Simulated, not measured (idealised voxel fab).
Documented hereafter: the process module known as voxel spacer lines.
Shown is cross-section cut, with a width of 225 nm and square cells of size 5 nm.
This document writes a cross-section as a grid whose cells are square, and gives it as bands, listed from the top down; one or more rows of cells form a band. Band: top height; bottom height; in nm. Then, left to right: material with width in nm, for each material. "all across": a single material spanning edge to edge. "blank": empty space. Note: height 0 marks the level under which the wafer is uniformly one material as received. Lowest band unbounded below, written "0 nm and below". Per-row width for "30->40": begins at first number (top row of band), ends at second number (bottom row), increment between rows held constant. The cross-section has no changed cell in any step marked "no alteration". The entry "Sealed cavities" lists the empty spaces that cover at least 8 cells and have no open path to the top. Each is written as width x height at distance, where the distance is measured from the left edge and all three values are in nm. Post-settings text on a step line: simulator's own remark regarding the step. A step line may carry the setting "overlay nm", which, for steps involving a mask, states the distance by which the mask lay to the right of its intended position; negative values denote displacement to the left.
Listed below are the process steps as planned:
1: RECEIVE, material Si
2: CONFORMAL_DEP, material Al2O3, thk nm 10
3: DIRECTIONAL_DEP, material W, thk nm 15
4: DIRECTIONAL_DEP, material aC, thk nm 25
5: PATTERN, tone cover, mask id MANDREL, material resist, width nm 25, pitch nm 80, thk nm 30, overlay nm 0
6: DIRECTIONAL_ETCH, etch materials aC, depth nm 25
7: STRIP, etch materials resist
8: CONFORMAL_DEP, material SiO2, thk nm 15
9: DIRECTIONAL_ETCH, etch materials SiO2, depth nm 15
10: STRIP, etch materials aC
11: DIRECTIONAL_ETCH, etch materials W, depth nm 5
12: STRIP, etch materials SiO2
varied across the wafers: depth nm of step 11. The plan shows the first wafer's value. All wafers start alike
The first of several wafers, as received after step 1, seen in section:
  0 nm and below | Si all across
  Sealed cavities: none
End of module, by wafer: material-by-material cell gain (+) or loss (-) since receipt, then closed voids:
depth nm 5, +90 Al2O3, +108 W, Sealed cavities: none
depth nm 10, +90 Al2O3, +81 W, Sealed cavities: none
depth nm 15, +90 Al2O3, +54 W, Sealed cavities: none
depth nm 20, +90 Al2O3, +54 W, Sealed cavities: none
depth nm 25, +90 Al2O3, +54 W, Sealed cavities: none
depth nm 30, +90 Al2O3, +54 W, Sealed cavities: none
